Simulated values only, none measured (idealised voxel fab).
Presented below is a process module, voxel wiring stack.
In the cross-section labelled cut, the width is 185 nm and each square cell is 5 nm.
If you're reading a cross-section in this doc, picture square cells in a grid; it comes to you as bands, top ones listed first down to the bottom, and a band can be one or more rows of cells.
Each band's line starts with the height of the band's top and of its bottom, in nm. Then come its materials from left to right, each with its width in nm. One material with "everywhere" fills the band from edge to edge. "blank" is empty space.
Counting heights begins at 0, where everything beneath is, in the wafer as received, one material. The lowest band has no bottom; it goes on downwards, as "0 nm and below" shows.
A width given as "30..40" starts at the first number in the band's top row and ends at the second number in its bottom row, shifting by an equal amount at every step from row to row.
"no modifications" (step): cross-section cells unchanged, all of them.
"Closed void roster" specifies each empty space that is not open to the top and that occupies no fewer than 8 cells, using the form width x height at distance, the distance measured from the left edge and all three quantities in nm.
Whatever follows a step's settings on its line is a remark the simulator itself makes about that step.
Each step line may optionally specify "overlay nm", which for a step with a mask gives the rightward distance between the mask's planned place and where it lay, a negative value indicating the leftward direction.

Process steps foreseen in the plan:
1,RECEIVE, material Si
2,CONFORMAL_DEP, material SiO2, thk nm 10
3,CONFORMAL_DEP, material SiN, thk nm 5
4,DIRECTIONAL_DEP, material SiO2, thk nm 25
5,MASKED_ETCH, tone open, mask id METAL_1, width nm 20, pitch nm 45, etch materials SiO2, depth nm 25, overlay nm 0
6,MASKED_ETCH, tone open, mask id METAL_1, width nm 20, pitch nm 45, etch materials SiN, depth nm 5, overlay nm 0
7,CONFORMAL_DEP, material TiN, thk nm 5
8,FILL_DEP, material Cu, thk nm 5
9,CMP, height nm 40
10,EPI, material Ru, thk nm 5
11,FILL_DEP, material SiCN, thk nm 5
12,DIRECTIONAL_DEP, material lowk, thk nm 30
13,DIRECTIONAL_DEP, material aC, thk nm 10
14,PATTERN, tone open, mask id METAL_2_HOLES, material resist, width nm 15, pitch nm 45, thk nm 30, overlay nm 0
15,DIRECTIONAL_ETCH, etch materials aC, depth nm 10
16,STRIP, etch materials resist
17,DIRECTIONAL_ETCH, etch materials lowk, depth nm 30
18,STRIP, etch materials aC
19,MASKED_ETCH, tone open, mask id METAL_2, width nm 20, pitch nm 45, etch materials lowk, depth nm 20, overlay nm 0
20,MASKED_ETCH, tone open, mask id METAL_2, width nm 20, pitch nm 45, etch materials SiCN, depth nm 5, overlay nm 0
21,CONFORMAL_DEP, material TiN, thk nm 5
22,FILL_DEP, material Cu, thk nm 10
23,CMP, height nm 80
24,CONFORMAL_DEP, material SiN, thk nm 5

First wafer, two in total, run as planned:

As-received state of the wafer in cross-section, equivalent to post-step 1:
    0 nm and below = Si everywhere
    Closed void roster: none

Cross-sectional representation of the wafer at the conclusion of step 2:
    10 nm to 0 nm = SiO2 everywhere
    Anything lower than 0 is untouched.

Cross-sectional representation of the wafer at the conclusion of step 3:
    15 nm to 10 nm = SiN everywhere
    Anything lower than 10 is untouched.

Cross-sectional representation of the wafer at the conclusion of step 4:
    40 nm to 15 nm = SiO2 everywhere
    Anything lower than 15 is untouched.

Cross-sectional representation of the wafer at the conclusion of step 5:
    40 nm to 15 nm = 15 SiO2 | 20 blank | 25 SiO2 | 20 blank | 25 SiO2 | 20 blank | 25 SiO2 | 20 blank | 15 SiO2
    Anything lower than 15 is untouched.

Cross-sectional representation of the wafer at the conclusion of step 6:
    40 nm to 15 nm = 15 SiO2 | 20 blank | 25 SiO2 | 20 blank | 25 SiO2 | 20 blank | 25 SiO2 | 20 blank | 15 SiO2
    15 nm to 10 nm = 15 SiN | 20 blank | 25 SiN | 20 blank | 25 SiN | 20 blank | 25 SiN | 20 blank | 15 SiN
    Anything lower than 10 is untouched.

Cross-sectional representation of the wafer at the conclusion of step 7:
    45 nm to 40 nm = 20 TiN | 10 blank | 35 TiN | 10 blank | 35 TiN | 10 blank | 35 TiN | 10 blank | 20 TiN
    40 nm to 15 nm = 15 SiO2 | 5 TiN | 10 blank | 5 TiN | 25 SiO2 | 5 TiN | 10 blank | 5 TiN | 25 SiO2 | 5 TiN | 10 blank | 5 TiN | 25 SiO2 | 5 TiN | 10 blank | 5 TiN | 15 SiO2
    15 nm to 10 nm = 15 SiN | 20 TiN | 25 SiN | 20 TiN | 25 SiN | 20 TiN | 25 SiN | 20 TiN | 15 SiN
    Anything lower than 10 is untouched.

Cross-sectional representation of the wafer at the conclusion of step 8:
    50 nm to 45 nm = Cu everywhere
    45 nm to 40 nm = 20 TiN | 10 Cu | 35 TiN | 10 Cu | 35 TiN | 10 Cu | 35 TiN | 10 Cu | 20 TiN
    40 nm to 15 nm = 15 SiO2 | 5 TiN | 10 Cu | 5 TiN | 25 SiO2 | 5 TiN | 10 Cu | 5 TiN | 25 SiO2 | 5 TiN | 10 Cu | 5 TiN | 25 SiO2 | 5 TiN | 10 Cu | 5 TiN | 15 SiO2
    Anything lower than 15 is untouched.

Cross-sectional representation of the wafer at the conclusion of step 9:
    40 nm to 15 nm = 15 SiO2 | 5 TiN | 10 Cu | 5 TiN | 25 SiO2 | 5 TiN | 10 Cu | 5 TiN | 25 SiO2 | 5 TiN | 10 Cu | 5 TiN | 25 SiO2 | 5 TiN | 10 Cu | 5 TiN | 15 SiO2
    Anything lower than 15 is untouched.

Cross-sectional representation of the wafer at the conclusion of step 10:
    45 nm to 40 nm = 10 blank | 30 Ru | 15 blank | 30 Ru | 15 blank | 30 Ru | 15 blank | 30 Ru | 10 blank
    Anything lower than 40 is untouched.

Cross-sectional representation of the wafer at the conclusion of step 11:
    50 nm to 45 nm = SiCN everywhere
    45 nm to 40 nm = 10 SiCN | 30 Ru | 15 SiCN | 30 Ru | 15 SiCN | 30 Ru | 15 SiCN | 30 Ru | 10 SiCN
    Anything lower than 40 is untouched.

Cross-sectional representation of the wafer at the conclusion of step 12:
    80 nm to 50 nm = lowk everywhere
    Anything lower than 50 is untouched.

Cross-sectional representation of the wafer at the conclusion of step 13:
    90 nm to 80 nm = aC everywhere
    Anything lower than 80 is untouched.

Cross-sectional representation of the wafer at the conclusion of step 14:
    120 nm to 90 nm = 15 resist | 15 blank | 30 resist | 15 blank | 30 resist | 15 blank | 30 resist | 15 blank | 20 resist
    Anything lower than 90 is untouched.

Cross-sectional representation of the wafer at the conclusion of step 15:
    110 nm to 90 nm = 15 resist | 15 blank | 30 resist | 15 blank | 30 resist | 15 blank | 30 resist | 15 blank | 20 resist
    90 nm to 80 nm = 15 aC | 15 blank | 30 aC | 15 blank | 30 aC | 15 blank | 30 aC | 15 blank | 20 aC
    Anything lower than 80 is untouched.

Cross-sectional representation of the wafer at the conclusion of step 16:
    90 nm to 80 nm = 15 aC | 15 blank | 30 aC | 15 blank | 30 aC | 15 blank | 30 aC | 15 blank | 20 aC
    Anything lower than 80 is untouched.

Cross-sectional representation of the wafer at the conclusion of step 17:
    90 nm to 80 nm = 15 aC | 15 blank | 30 aC | 15 blank | 30 aC | 15 blank | 30 aC | 15 blank | 20 aC
    80 nm to 50 nm = 15 lowk | 15 blank | 30 lowk | 15 blank | 30 lowk | 15 blank | 30 lowk | 15 blank | 20 lowk
    Anything lower than 50 is untouched.

Cross-sectional representation of the wafer at the conclusion of step 18:
    80 nm to 50 nm = 15 lowk | 15 blank | 30 lowk | 15 blank | 30 lowk | 15 blank | 30 lowk | 15 blank | 20 lowk
    Anything lower than 50 is untouched.

Cross-sectional representation of the wafer at the conclusion of step 19:
    80 nm to 60 nm = 15 lowk | 20 blank | 25 lowk | 20 blank | 25 lowk | 20 blank | 25 lowk | 20 blank | 15 lowk
    Anything lower than 60 is untouched.

Cross-sectional representation of the wafer at the conclusion of step 20:
    80 nm to 60 nm = 15 lowk | 20 blank | 25 lowk | 20 blank | 25 lowk | 20 blank | 25 lowk | 20 blank | 15 lowk
    60 nm to 50 nm = 15 lowk | 15 blank | 30 lowk | 15 blank | 30 lowk | 15 blank | 30 lowk | 15 blank | 20 lowk
    50 nm to 45 nm = 15 SiCN | 15 blank | 30 SiCN | 15 blank | 30 SiCN | 15 blank | 30 SiCN | 15 blank | 20 SiCN
    Anything lower than 45 is untouched.

Cross-sectional representation of the wafer at the conclusion of step 21:
    85 nm to 80 nm = 20 TiN | 10 blank | 35 TiN | 10 blank | 35 TiN | 10 blank | 35 TiN | 10 blank | 20 TiN
    80 nm to 65 nm = 15 lowk | 5 TiN | 10 blank | 5 TiN | 25 lowk | 5 TiN | 10 blank | 5 TiN | 25 lowk | 5 TiN | 10 blank | 5 TiN | 25 lowk | 5 TiN | 10 blank | 5 TiN | 15 lowk
    65 nm to 60 nm = 15 lowk | 5 TiN | 5 blank | 10 TiN | 25 lowk | 5 TiN | 5 blank | 10 TiN | 25 lowk | 5 TiN | 5 blank | 10 TiN | 25 lowk | 5 TiN | 5 blank | 10 TiN | 15 lowk
    60 nm to 50 nm = 15 lowk | 5 TiN | 5 blank | 5 TiN | 30 lowk | 5 TiN | 5 blank | 5 TiN | 30 lowk | 5 TiN | 5 blank | 5 TiN | 30 lowk | 5 TiN | 5 blank | 5 TiN | 20 lowk
    50 nm to 45 nm = 15 SiCN | 15 TiN | 30 SiCN | 15 TiN | 30 SiCN | 15 TiN | 30 SiCN | 15 TiN | 20 SiCN
    Anything lower than 45 is untouched.

Cross-sectional representation of the wafer at the conclusion of step 22:
    95 nm to 85 nm = Cu everywhere
    85 nm to 80 nm = 20 TiN | 10 Cu | 35 TiN | 10 Cu | 35 TiN | 10 Cu | 35 TiN | 10 Cu | 20 TiN
    80 nm to 65 nm = 15 lowk | 5 TiN | 10 Cu | 5 TiN | 25 lowk | 5 TiN | 10 Cu | 5 TiN | 25 lowk | 5 TiN | 10 Cu | 5 TiN | 25 lowk | 5 TiN | 10 Cu | 5 TiN | 15 lowk
    65 nm to 60 nm = 15 lowk | 5 TiN | 5 Cu | 10 TiN | 25 lowk | 5 TiN | 5 Cu | 10 TiN | 25 lowk | 5 TiN | 5 Cu | 10 TiN | 25 lowk | 5 TiN | 5 Cu | 10 TiN | 15 lowk
    60 nm to 50 nm = 15 lowk | 5 TiN | 5 Cu | 5 TiN | 30 lowk | 5 TiN | 5 Cu | 5 TiN | 30 lowk | 5 TiN | 5 Cu | 5 TiN | 30 lowk | 5 TiN | 5 Cu | 5 TiN | 20 lowk
    Anything lower than 50 is untouched.

Cross-sectional representation of the wafer at the conclusion of step 23:
    80 nm to 65 nm = 15 lowk | 5 TiN | 10 Cu | 5 TiN | 25 lowk | 5 TiN | 10 Cu | 5 TiN | 25 lowk | 5 TiN | 10 Cu | 5 TiN | 25 lowk | 5 TiN | 10 Cu | 5 TiN | 15 lowk
    Anything lower than 65 is untouched.

Cross-sectional representation of the wafer at the conclusion of step 24:
    85 nm to 80 nm = SiN everywhere
    Anything lower than 80 is untouched.

Second of two: same start, same plan, one run error; steps up to and including 11 match the first:

Cross-section of the second wafer at the time step 12 of the plan should have ended:
    80 nm to 50 nm = Ru everywhere
    Anything lower than 50 is untouched.

Cross-section of the second wafer at the time step 13 of the plan should have ended:
    90 nm to 80 nm = aC everywhere
    Anything lower than 80 is untouched.

Cross-section of the second wafer at the time step 14 of the plan should have ended:
    120 nm to 90 nm = 15 resist | 15 blank | 30 resist | 15 blank | 30 resist | 15 blank | 30 resist | 15 blank | 20 resist
    Anything lower than 90 is untouched.

Cross-section of the second wafer at the time step 15 of the plan should have ended:
    110 nm to 90 nm = 15 resist | 15 blank | 30 resist | 15 blank | 30 resist | 15 blank | 30 resist | 15 blank | 20 resist
    90 nm to 80 nm = 15 aC | 15 blank | 30 aC | 15 blank | 30 aC | 15 blank | 30 aC | 15 blank | 20 aC
    Anything lower than 80 is untouched.

Cross-section of the second wafer at the time step 16 of the plan should have ended:
    90 nm to 80 nm = 15 aC | 15 blank | 30 aC | 15 blank | 30 aC | 15 blank | 30 aC | 15 blank | 20 aC
    Anything lower than 80 is untouched.

Cross-section of the second wafer at the time step 17 of the plan should have ended: no modifications

Cross-section of the second wafer at the time step 18 of the plan should have ended:
    80 nm to 50 nm = Ru everywhere
    Anything lower than 50 is untouched.

Cross-section of the second wafer at the time step 19 of the plan should have ended: no modifications

Cross-section of the second wafer at the time step 20 of the plan should have ended: no modifications

Cross-section of the second wafer at the time step 21 of the plan should have ended:
    85 nm to 80 nm = TiN everywhere
    Anything lower than 80 is untouched.

Cross-section of the second wafer at the time step 22 of the plan should have ended:
    95 nm to 85 nm = Cu everywhere
    Anything lower than 85 is untouched.

Cross-section of the second wafer at the time step 23 of the plan should have ended:
    80 nm to 50 nm = Ru everywhere
    Anything lower than 50 is untouched.

Cross-section of the second wafer at the time step 24 of the plan should have ended:
    85 nm to 80 nm = SiN everywhere
    Anything lower than 80 is untouched.
Plan not followed: step 12 deviated from plan and actually ran as DIRECTIONAL_DEP, material Ru, thk nm 30
Materials where the second wafer ends with more or fewer cells than the first: Cu: 36 fewer, Ru: 222 more, SiCN: 12 more, TiN: 64 fewer, lowk: 134 fewer
